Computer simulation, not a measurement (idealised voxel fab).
process module | voxel capacitor over wiring
The width of the displayed cross-section, cut, is 210 nm; its cells are square, with a size of 5 nm.
In this document a cross-section is written as a grid of square cells. It is given as a series of bands, listed from the top down, and a band is one or more rows of cells.
The entry gives the band's vertical extent as a top height and a bottom height in nm, then its horizontal make-up as materials from left to right, each with a width in nm. "air" stands for empty space; a single material marked "edge to edge" fills the band edge to edge.
Heads up on the height convention: 0 is the point under which the incoming wafer is all one material, and the lowest band has no bottom, it just keeps going down, like "0 nm and below".
The width entry "30..40" should be interpreted row by row: the top row of cells in the band takes the first number, the bottom row takes the second number, and the change between adjacent rows is uniform throughout.
Any step labelled "left unchanged" changed none of the cells in the cross-section.
The label "Closed-off voids" introduces a list of the empty spaces, 8 cells or larger, that have no open way up to the top; each entry in it reads width x height at distance, where the distance is taken from the left edge and all three are stated in nm.
Where a step's line continues beyond its settings, the continuation is a remark by the simulator itself on that step.
You can add "overlay nm" to a step's line. For a step with a mask, it describes how far the mask lay to the right of its planned position, and a negative number describes a lay to the left.
Intended process steps:
1 RECEIVE [material Si]
2 CONFORMAL_DEP [material SiO2] [thk nm 15]
3 CONFORMAL_DEP [material SiN] [thk nm 5]
4 DIRECTIONAL_DEP [material lowk] [thk nm 15]
5 PATTERN [tone open] [mask id METAL_1] [material resist] [width nm 20] [pitch nm 75] [thk nm 20] [overlay nm 0]
6 DIRECTIONAL_ETCH [etch materials lowk] [depth nm 15]
7 DIRECTIONAL_ETCH [etch materials SiN] [depth nm 5]
8 STRIP [etch materials resist]
9 CONFORMAL_DEP [material TiN] [thk nm 5]
10 FILL_DEP [material Ru] [thk nm 10]
11 CMP [height nm 35]
12 EPI [material Ru] [thk nm 5]
13 FILL_DEP [material SiCN] [thk nm 5]
14 DIRECTIONAL_DEP [material lowk] [thk nm 10]
15 MASKED_ETCH [tone open] [mask id PLUG_1] [width nm 15] [etch materials lowk] [depth nm 10] [overlay nm 0]
16 MASKED_ETCH [tone open] [mask id PLUG_1] [width nm 15] [etch materials SiCN] [depth nm 5] [overlay nm 0]
17 EPI [material Ru] [thk nm 10]
18 EPI [material Ru] [thk nm 5]
19 DIRECTIONAL_DEP [material TiN] [thk nm 5]
20 DIRECTIONAL_DEP [material Al2O3] [thk nm 5]
21 DIRECTIONAL_DEP [material TiN] [thk nm 5]
22 DIRECTIONAL_DEP [material aC] [thk nm 15]
23 PATTERN [tone cover] [mask id UPPER_PLATE] [material resist] [width nm 60] [thk nm 35] [overlay nm 0]
24 DIRECTIONAL_ETCH [etch materials aC] [depth nm 15]
25 STRIP [etch materials resist]
26 DIRECTIONAL_ETCH [etch materials TiN] [depth nm 5]
27 DIRECTIONAL_ETCH [etch materials Al2O3] [depth nm 5]
28 STRIP [etch materials aC]
29 MASKED_ETCH [tone cover] [mask id LOWER_PLATE] [width nm 70] [etch materials TiN] [depth nm 5] [overlay nm 0]
30 FILL_DEP [material SiO2] [thk nm 20]
31 CMP [height nm 85]
32 PATTERN [tone open] [mask id PLUG_2] [material resist] [width nm 15] [thk nm 20] [overlay nm 0]
33 DIRECTIONAL_ETCH [etch materials SiO2] [depth nm 15]
34 STRIP [etch materials resist]
35 CONFORMAL_DEP [material TiN] [thk nm 5]
36 FILL_DEP [material Cu] [thk nm 10]
37 CMP [height nm 85]
38 CONFORMAL_DEP [material SiCN] [thk nm 5]
Of two wafers, the first: run according to plan:
Cross-section of the wafer at receipt, which is the condition after step 1:
0 nm and below | Si edge to edge
Closed-off voids: none
You're looking at a cross-section of the wafer after step 2:
15 nm to 0 nm | SiO2 edge to edge
Lower than 0, everything is as it was.
You're looking at a cross-section of the wafer after step 3:
20 nm to 15 nm | SiN edge to edge
Lower than 15, everything is as it was.
You're looking at a cross-section of the wafer after step 4:
35 nm to 20 nm | lowk edge to edge
Lower than 20, everything is as it was.
You're looking at a cross-section of the wafer after step 5:
55 nm to 35 nm | resist 55 nm, then air 20 nm, then resist 55 nm, then air 20 nm, then resist 60 nm
Lower than 35, everything is as it was.
You're looking at a cross-section of the wafer after step 6:
55 nm to 35 nm | resist 55 nm, then air 20 nm, then resist 55 nm, then air 20 nm, then resist 60 nm
35 nm to 20 nm | lowk 55 nm, then air 20 nm, then lowk 55 nm, then air 20 nm, then lowk 60 nm
Lower than 20, everything is as it was.
You're looking at a cross-section of the wafer after step 7:
55 nm to 35 nm | resist 55 nm, then air 20 nm, then resist 55 nm, then air 20 nm, then resist 60 nm
35 nm to 20 nm | lowk 55 nm, then air 20 nm, then lowk 55 nm, then air 20 nm, then lowk 60 nm
20 nm to 15 nm | SiN 55 nm, then air 20 nm, then SiN 55 nm, then air 20 nm, then SiN 60 nm
Lower than 15, everything is as it was.
You're looking at a cross-section of the wafer after step 8:
35 nm to 20 nm | lowk 55 nm, then air 20 nm, then lowk 55 nm, then air 20 nm, then lowk 60 nm
Lower than 20, everything is as it was.
You're looking at a cross-section of the wafer after step 9:
40 nm to 35 nm | TiN 60 nm, then air 10 nm, then TiN 65 nm, then air 10 nm, then TiN 65 nm
35 nm to 20 nm | lowk 55 nm, then TiN 5 nm, then air 10 nm, then TiN 5 nm, then lowk 55 nm, then TiN 5 nm, then air 10 nm, then TiN 5 nm, then lowk 60 nm
20 nm to 15 nm | SiN 55 nm, then TiN 20 nm, then SiN 55 nm, then TiN 20 nm, then SiN 60 nm
Lower than 15, everything is as it was.
You're looking at a cross-section of the wafer after step 10:
50 nm to 40 nm | Ru edge to edge
40 nm to 35 nm | TiN 60 nm, then Ru 10 nm, then TiN 65 nm, then Ru 10 nm, then TiN 65 nm
35 nm to 20 nm | lowk 55 nm, then TiN 5 nm, then Ru 10 nm, then TiN 5 nm, then lowk 55 nm, then TiN 5 nm, then Ru 10 nm, then TiN 5 nm, then lowk 60 nm
Lower than 20, everything is as it was.
You're looking at a cross-section of the wafer after step 11:
35 nm to 20 nm | lowk 55 nm, then TiN 5 nm, then Ru 10 nm, then TiN 5 nm, then lowk 55 nm, then TiN 5 nm, then Ru 10 nm, then TiN 5 nm, then lowk 60 nm
Lower than 20, everything is as it was.
You're looking at a cross-section of the wafer after step 12:
40 nm to 35 nm | air 50 nm, then Ru 30 nm, then air 45 nm, then Ru 30 nm, then air 55 nm
Lower than 35, everything is as it was.
You're looking at a cross-section of the wafer after step 13:
45 nm to 40 nm | SiCN edge to edge
40 nm to 35 nm | SiCN 50 nm, then Ru 30 nm, then SiCN 45 nm, then Ru 30 nm, then SiCN 55 nm
Lower than 35, everything is as it was.
You're looking at a cross-section of the wafer after step 14:
55 nm to 45 nm | lowk edge to edge
Lower than 45, everything is as it was.
You're looking at a cross-section of the wafer after step 15:
55 nm to 45 nm | lowk 60 nm, then air 15 nm, then lowk 135 nm
Lower than 45, everything is as it was.
You're looking at a cross-section of the wafer after step 16:
55 nm to 45 nm | lowk 60 nm, then air 15 nm, then lowk 135 nm
45 nm to 40 nm | SiCN 60 nm, then air 15 nm, then SiCN 135 nm
Lower than 40, everything is as it was.
You're looking at a cross-section of the wafer after step 17:
55 nm to 50 nm | lowk 60 nm, then air 15 nm, then lowk 135 nm
50 nm to 45 nm | lowk 60 nm, then Ru 15 nm, then lowk 135 nm
45 nm to 40 nm | SiCN 60 nm, then Ru 15 nm, then SiCN 135 nm
Lower than 40, everything is as it was.
You're looking at a cross-section of the wafer after step 18:
55 nm to 45 nm | lowk 60 nm, then Ru 15 nm, then lowk 135 nm
Lower than 45, everything is as it was.
You're looking at a cross-section of the wafer after step 19:
60 nm to 55 nm | TiN edge to edge
Lower than 55, everything is as it was.
You're looking at a cross-section of the wafer after step 20:
65 nm to 60 nm | Al2O3 edge to edge
Lower than 60, everything is as it was.
You're looking at a cross-section of the wafer after step 21:
70 nm to 65 nm | TiN edge to edge
Lower than 65, everything is as it was.
You're looking at a cross-section of the wafer after step 22:
85 nm to 70 nm | aC edge to edge
Lower than 70, everything is as it was.
You're looking at a cross-section of the wafer after step 23:
120 nm to 85 nm | air 60 nm, then resist 60 nm, then air 90 nm
Lower than 85, everything is as it was.
You're looking at a cross-section of the wafer after step 24:
105 nm to 85 nm | air 60 nm, then resist 60 nm, then air 90 nm
85 nm to 70 nm | air 60 nm, then aC 60 nm, then air 90 nm
Lower than 70, everything is as it was.
You're looking at a cross-section of the wafer after step 25:
85 nm to 70 nm | air 60 nm, then aC 60 nm, then air 90 nm
Lower than 70, everything is as it was.
You're looking at a cross-section of the wafer after step 26:
85 nm to 70 nm | air 60 nm, then aC 60 nm, then air 90 nm
70 nm to 65 nm | air 60 nm, then TiN 60 nm, then air 90 nm
Lower than 65, everything is as it was.
You're looking at a cross-section of the wafer after step 27:
85 nm to 70 nm | air 60 nm, then aC 60 nm, then air 90 nm
70 nm to 65 nm | air 60 nm, then TiN 60 nm, then air 90 nm
65 nm to 60 nm | air 60 nm, then Al2O3 60 nm, then air 90 nm
Lower than 60, everything is as it was.
You're looking at a cross-section of the wafer after step 28:
70 nm to 65 nm | air 60 nm, then TiN 60 nm, then air 90 nm
Lower than 65, everything is as it was.
You're looking at a cross-section of the wafer after step 29:
70 nm to 65 nm | air 60 nm, then TiN 60 nm, then air 90 nm
65 nm to 60 nm | air 60 nm, then Al2O3 60 nm, then air 90 nm
60 nm to 55 nm | air 55 nm, then TiN 70 nm, then air 85 nm
Lower than 55, everything is as it was.
You're looking at a cross-section of the wafer after step 30:
90 nm to 70 nm | SiO2 edge to edge
70 nm to 65 nm | SiO2 60 nm, then TiN 60 nm, then SiO2 90 nm
65 nm to 60 nm | SiO2 60 nm, then Al2O3 60 nm, then SiO2 90 nm
60 nm to 55 nm | SiO2 55 nm, then TiN 70 nm, then SiO2 85 nm
Lower than 55, everything is as it was.
You're looking at a cross-section of the wafer after step 31:
85 nm to 70 nm | SiO2 edge to edge
Lower than 70, everything is as it was.
You're looking at a cross-section of the wafer after step 32:
105 nm to 85 nm | resist 70 nm, then air 15 nm, then resist 125 nm
Lower than 85, everything is as it was.
You're looking at a cross-section of the wafer after step 33:
105 nm to 85 nm | resist 70 nm, then air 15 nm, then resist 125 nm
85 nm to 70 nm | SiO2 70 nm, then air 15 nm, then SiO2 125 nm
Lower than 70, everything is as it was.
You're looking at a cross-section of the wafer after step 34:
85 nm to 70 nm | SiO2 70 nm, then air 15 nm, then SiO2 125 nm
Lower than 70, everything is as it was.
You're looking at a cross-section of the wafer after step 35:
90 nm to 85 nm | TiN 75 nm, then air 5 nm, then TiN 130 nm
85 nm to 75 nm | SiO2 70 nm, then TiN 5 nm, then air 5 nm, then TiN 5 nm, then SiO2 125 nm
75 nm to 65 nm | SiO2 70..60 nm, then TiN 15..60 nm, then SiO2 125..90 nm
Lower than 65, everything is as it was.
You're looking at a cross-section of the wafer after step 36:
100 nm to 90 nm | Cu edge to edge
90 nm to 85 nm | TiN 75 nm, then Cu 5 nm, then TiN 130 nm
85 nm to 75 nm | SiO2 70 nm, then TiN 5 nm, then Cu 5 nm, then TiN 5 nm, then SiO2 125 nm
Lower than 75, everything is as it was.
You're looking at a cross-section of the wafer after step 37:
85 nm to 75 nm | SiO2 70 nm, then TiN 5 nm, then Cu 5 nm, then TiN 5 nm, then SiO2 125 nm
Lower than 75, everything is as it was.
You're looking at a cross-section of the wafer after step 38:
90 nm to 85 nm | SiCN edge to edge
Lower than 85, everything is as it was.
For the second wafer, take the first wafer's start and plan, then add one mistake made in running it; everything through step 35, that step included, is shared with the first:
Second wafer, cut view, end of step 36 per plan:
100 nm to 90 nm | Al2O3 edge to edge
90 nm to 85 nm | TiN 75 nm, then Al2O3 5 nm, then TiN 130 nm
85 nm to 75 nm | SiO2 70 nm, then TiN 5 nm, then Al2O3 5 nm, then TiN 5 nm, then SiO2 125 nm
Lower than 75, everything is as it was.
Second wafer, cut view, end of step 37 per plan:
85 nm to 75 nm | SiO2 70 nm, then TiN 5 nm, then Al2O3 5 nm, then TiN 5 nm, then SiO2 125 nm
Lower than 75, everything is as it was.
Second wafer, cut view, end of step 38 per plan:
90 nm to 85 nm | SiCN edge to edge
Lower than 85, everything is as it was.
Where did the run depart from the plan? the process deviated at step 36: the operation and settings actually run there were FILL_DEP [material Al2O3] [thk nm 10]
Final comparison by cell count, materials where the second wafer has more or fewer than the first: Al2O3: 2 more, Cu: 2 fewer
